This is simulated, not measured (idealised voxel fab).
process module | voxel local oxidation
cross-section cut | 265 nm wide | cells 5 nm
A cross-section is a grid of square cells, given in bands from the top down. A band is one or more rows of cells.
Each band's line starts with the height of the band's top and of its bottom, in nm. Then come its materials from left to right, each with its width in nm. One material with "throughout" fills the band from edge to edge. "air" is empty space.
Height 0 is the level under which the wafer as received is all one material. The lowest band goes on downwards, as in "0 down".
A width such as "30 to 40" changes by the same amount from each row of cells to the next, from the band's top row to its bottom row.
"no change" after a step means that no cell of the cross-section changed.
closed voids: empty space of 8 cells or more with no open way to the top, each as width x height at its distance from the left edge, in nm
after a step's settings: what the simulator itself notes on the step
overlay nm, on a step with a mask: how far to the right of its planned place the mask lay; to the left if negative
plan
1 op RECEIVE | material Si
2 op OXIDIZE | depth nm 5
3 op CONFORMAL_DEP | material SiN | thk nm 15
4 op MASKED_ETCH | tone cover | mask id ACTIVE | width nm 100 | etch materials SiN | depth nm 15 | overlay nm 0
5 op SELECTIVE_ETCH | etch materials SiO2 | depth nm 5
6 op OXIDIZE | depth nm 10
7 op STRIP | etch materials SiN
first wafer, as planned
as received, after step 1
  0 down: Si throughout
  closed voids: none
after step 2
  0 to -5: SiO2 throughout
  below -5: unchanged
after step 3
  15 to 0: SiN throughout
  below 0: unchanged
after step 4
  15 to 0: air 80 | SiN 100 | air 85
  below 0: unchanged
after step 5
  15 to 0: air 80 | SiN 100 | air 85
  0 to -5: air 85 | SiO2 90 | air 90
  below -5: unchanged
after step 6
  15 to 0: air 80 | SiN 100 | air 85
  0 to -5: air 85 | SiO2 90 | air 90
  -5 to -15: SiO2 95 | Si 70 | SiO2 100
  below -15: unchanged
after step 7
  0 to -5: air 85 | SiO2 90 | air 90
  below -5: unchanged
second wafer: like start, like plan, one mistake. Through step 5 it matches the first wafer
when step 6 should have ended
  0 to -5: air 85 | SiO2 90 | air 90
  below -5: unchanged
when step 7 should have ended
  0 to -5: air 85 | SiO2 90 | air 90
  -5 to -15: SiO2 95 | Si 70 | SiO2 100
  below -15: unchanged
what went wrong: steps 6 and 7 were swapped
at the end the two cross-sections are the same: no effect in what this model computes
